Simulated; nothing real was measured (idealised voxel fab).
Name of the process module below: voxel tone inversion
We display cut, a cross-section 240 nm in width whose square cells are each 5 nm.
Square cells in a grid make up a cross-section in this document, and the grid is given as bands, listed from the top down, each one or more rows of cells.
In this notation a band is specified by the heights of its top and bottom, in that order and in nm, after which its materials appear from left to right, each paired with its width in nm. The word "all across" attached to a single material means that material fills the band from edge to edge; the word "blank" stands for empty space.
The reference from which all heights are counted is 0, the level beneath which the as-received wafer is entirely one material; the lowest band, having no lower bound, proceeds downward and is written after the example "0 and below".
You'd read "30 to 40" like this: the band's top row of cells is as wide as the first number, its bottom row is as wide as the second, and going down, every row changes width by the same amount as the row before did.
Step marked "nothing different"? Then no cell in the cross-section changed in it.
"Closed cavity list" contains a list of empty spaces, each no smaller than 8 cells and without an open way to the top, written in the form width x height at distance with the distance from the left edge and all three in nm.
after a step's settings: what the simulator itself notes on the step
Regarding "overlay nm": on a step with a mask, it is the distance the mask lay to the right of its planned place; a negative value places it to the left.

[Planned step list for the process]
1,RECEIVE [material Si]
2,CONFORMAL_DEP [material SiN] [thk nm 5]
3,DIRECTIONAL_DEP [material aC] [thk nm 20]
4,PATTERN [tone cover] [mask id POSTS] [material resist] [width nm 15] [pitch nm 45] [thk nm 30] [overlay nm 0]
5,DIRECTIONAL_ETCH [etch materials aC] [depth nm 20]
6,STRIP [etch materials resist]
7,FILL_DEP [material SiO2] [thk nm 5]
8,CMP [height nm 25]
9,STRIP [etch materials aC]
10,CONFORMAL_DEP [material TiN] [thk nm 5]
11,FILL_DEP [material Ru] [thk nm 5]
12,CMP [height nm 25]
13,CONFORMAL_DEP [material SiN] [thk nm 5]

[Concerning the first of two wafers, which was run in accordance with the plan]

[Delivered wafer in cross-section: state after step 1]
* 0 and below = Si all across
* Closed cavity list: none

[Cross-section of the wafer subsequent to step 2]
* 5 down to 0 = SiN all across
* All layers under 0 are left as they were.

[Cross-section of the wafer subsequent to step 3]
* 25 down to 5 = aC all across
* All layers under 5 are left as they were.

[Cross-section of the wafer subsequent to step 4]
* 55 down to 25 = 45 of blank, then 15 of resist, then 30 of blank, then 15 of resist, then 30 of blank, then 15 of resist, then 30 of blank, then 15 of resist, then 45 of blank
* All layers under 25 are left as they were.

[Cross-section of the wafer subsequent to step 5]
* 35 down to 25 = 45 of blank, then 15 of resist, then 30 of blank, then 15 of resist, then 30 of blank, then 15 of resist, then 30 of blank, then 15 of resist, then 45 of blank
* 25 down to 5 = 45 of blank, then 15 of aC, then 30 of blank, then 15 of aC, then 30 of blank, then 15 of aC, then 30 of blank, then 15 of aC, then 45 of blank
* All layers under 5 are left as they were.

[Cross-section of the wafer subsequent to step 6]
* 25 down to 5 = 45 of blank, then 15 of aC, then 30 of blank, then 15 of aC, then 30 of blank, then 15 of aC, then 30 of blank, then 15 of aC, then 45 of blank
* All layers under 5 are left as they were.

[Cross-section of the wafer subsequent to step 7]
* 30 down to 25 = SiO2 all across
* 25 down to 5 = 45 of SiO2, then 15 of aC, then 30 of SiO2, then 15 of aC, then 30 of SiO2, then 15 of aC, then 30 of SiO2, then 15 of aC, then 45 of SiO2
* All layers under 5 are left as they were.

[Cross-section of the wafer subsequent to step 8]
* 25 down to 5 = 45 of SiO2, then 15 of aC, then 30 of SiO2, then 15 of aC, then 30 of SiO2, then 15 of aC, then 30 of SiO2, then 15 of aC, then 45 of SiO2
* All layers under 5 are left as they were.

[Cross-section of the wafer subsequent to step 9]
* 25 down to 5 = 45 of SiO2, then 15 of blank, then 30 of SiO2, then 15 of blank, then 30 of SiO2, then 15 of blank, then 30 of SiO2, then 15 of blank, then 45 of SiO2
* All layers under 5 are left as they were.

[Cross-section of the wafer subsequent to step 10]
* 30 down to 25 = 50 of TiN, then 5 of blank, then 40 of TiN, then 5 of blank, then 40 of TiN, then 5 of blank, then 40 of TiN, then 5 of blank, then 50 of TiN
* 25 down to 10 = 45 of SiO2, then 5 of TiN, then 5 of blank, then 5 of TiN, then 30 of SiO2, then 5 of TiN, then 5 of blank, then 5 of TiN, then 30 of SiO2, then 5 of TiN, then 5 of blank, then 5 of TiN, then 30 of SiO2, then 5 of TiN, then 5 of blank, then 5 of TiN, then 45 of SiO2
* 10 down to 5 = 45 of SiO2, then 15 of TiN, then 30 of SiO2, then 15 of TiN, then 30 of SiO2, then 15 of TiN, then 30 of SiO2, then 15 of TiN, then 45 of SiO2
* All layers under 5 are left as they were.

[Cross-section of the wafer subsequent to step 11]
* 35 down to 30 = Ru all across
* 30 down to 25 = 50 of TiN, then 5 of Ru, then 40 of TiN, then 5 of Ru, then 40 of TiN, then 5 of Ru, then 40 of TiN, then 5 of Ru, then 50 of TiN
* 25 down to 10 = 45 of SiO2, then 5 of TiN, then 5 of Ru, then 5 of TiN, then 30 of SiO2, then 5 of TiN, then 5 of Ru, then 5 of TiN, then 30 of SiO2, then 5 of TiN, then 5 of Ru, then 5 of TiN, then 30 of SiO2, then 5 of TiN, then 5 of Ru, then 5 of TiN, then 45 of SiO2
* All layers under 10 are left as they were.

[Cross-section of the wafer subsequent to step 12]
* 25 down to 10 = 45 of SiO2, then 5 of TiN, then 5 of Ru, then 5 of TiN, then 30 of SiO2, then 5 of TiN, then 5 of Ru, then 5 of TiN, then 30 of SiO2, then 5 of TiN, then 5 of Ru, then 5 of TiN, then 30 of SiO2, then 5 of TiN, then 5 of Ru, then 5 of TiN, then 45 of SiO2
* All layers under 10 are left as they were.

[Cross-section of the wafer subsequent to step 13]
* 30 down to 25 = SiN all across
* All layers under 25 are left as they were.

[The second wafer began exactly as the first did and followed the same plan, but one mistake was made while running it; through step 3 inclusive, the two wafers are identical]

[Second wafer, sectioned view, at step 4's planned end time]
* 55 down to 25 = 45 of resist, then 15 of blank, then 30 of resist, then 15 of blank, then 30 of resist, then 15 of blank, then 30 of resist, then 15 of blank, then 45 of resist
* All layers under 25 are left as they were.

[Second wafer, sectioned view, at step 5's planned end time]
* 35 down to 25 = 45 of resist, then 15 of blank, then 30 of resist, then 15 of blank, then 30 of resist, then 15 of blank, then 30 of resist, then 15 of blank, then 45 of resist
* 25 down to 5 = 45 of aC, then 15 of blank, then 30 of aC, then 15 of blank, then 30 of aC, then 15 of blank, then 30 of aC, then 15 of blank, then 45 of aC
* All layers under 5 are left as they were.

[Second wafer, sectioned view, at step 6's planned end time]
* 25 down to 5 = 45 of aC, then 15 of blank, then 30 of aC, then 15 of blank, then 30 of aC, then 15 of blank, then 30 of aC, then 15 of blank, then 45 of aC
* All layers under 5 are left as they were.

[Second wafer, sectioned view, at step 7's planned end time]
* 30 down to 25 = SiO2 all across
* 25 down to 5 = 45 of aC, then 15 of SiO2, then 30 of aC, then 15 of SiO2, then 30 of aC, then 15 of SiO2, then 30 of aC, then 15 of SiO2, then 45 of aC
* All layers under 5 are left as they were.

[Second wafer, sectioned view, at step 8's planned end time]
* 25 down to 5 = 45 of aC, then 15 of SiO2, then 30 of aC, then 15 of SiO2, then 30 of aC, then 15 of SiO2, then 30 of aC, then 15 of SiO2, then 45 of aC
* All layers under 5 are left as they were.

[Second wafer, sectioned view, at step 9's planned end time]
* 25 down to 5 = 45 of blank, then 15 of SiO2, then 30 of blank, then 15 of SiO2, then 30 of blank, then 15 of SiO2, then 30 of blank, then 15 of SiO2, then 45 of blank
* All layers under 5 are left as they were.

[Second wafer, sectioned view, at step 10's planned end time]
* 30 down to 25 = 40 of blank, then 25 of TiN, then 20 of blank, then 25 of TiN, then 20 of blank, then 25 of TiN, then 20 of blank, then 25 of TiN, then 40 of blank
* 25 down to 10 = 40 of blank, then 5 of TiN, then 15 of SiO2, then 5 of TiN, then 20 of blank, then 5 of TiN, then 15 of SiO2, then 5 of TiN, then 20 of blank, then 5 of TiN, then 15 of SiO2, then 5 of TiN, then 20 of blank, then 5 of TiN, then 15 of SiO2, then 5 of TiN, then 40 of blank
* 10 down to 5 = 45 of TiN, then 15 of SiO2, then 30 of TiN, then 15 of SiO2, then 30 of TiN, then 15 of SiO2, then 30 of TiN, then 15 of SiO2, then 45 of TiN
* All layers under 5 are left as they were.

[Second wafer, sectioned view, at step 11's planned end time]
* 35 down to 30 = Ru all across
* 30 down to 25 = 40 of Ru, then 25 of TiN, then 20 of Ru, then 25 of TiN, then 20 of Ru, then 25 of TiN, then 20 of Ru, then 25 of TiN, then 40 of Ru
* 25 down to 10 = 40 of Ru, then 5 of TiN, then 15 of SiO2, then 5 of TiN, then 20 of Ru, then 5 of TiN, then 15 of SiO2, then 5 of TiN, then 20 of Ru, then 5 of TiN, then 15 of SiO2, then 5 of TiN, then 20 of Ru, then 5 of TiN, then 15 of SiO2, then 5 of TiN, then 40 of Ru
* All layers under 10 are left as they were.

[Second wafer, sectioned view, at step 12's planned end time]
* 25 down to 10 = 40 of Ru, then 5 of TiN, then 15 of SiO2, then 5 of TiN, then 20 of Ru, then 5 of TiN, then 15 of SiO2, then 5 of TiN, then 20 of Ru, then 5 of TiN, then 15 of SiO2, then 5 of TiN, then 20 of Ru, then 5 of TiN, then 15 of SiO2, then 5 of TiN, then 40 of Ru
* All layers under 10 are left as they were.

[Second wafer, sectioned view, at step 13's planned end time]
* 30 down to 25 = SiN all across
* All layers under 25 are left as they were.
The plan and the run diverged here: step 4 was not run as planned; what actually ran was PATTERN [tone open] [mask id POSTS] [material resist] [width nm 15] [pitch nm 45] [thk nm 30] [overlay nm 0]
The final cell counts differ between the wafers, with the second having more or fewer of some materials than the first: 72 more of Ru, 96 fewer of SiO2, 24 more of TiN
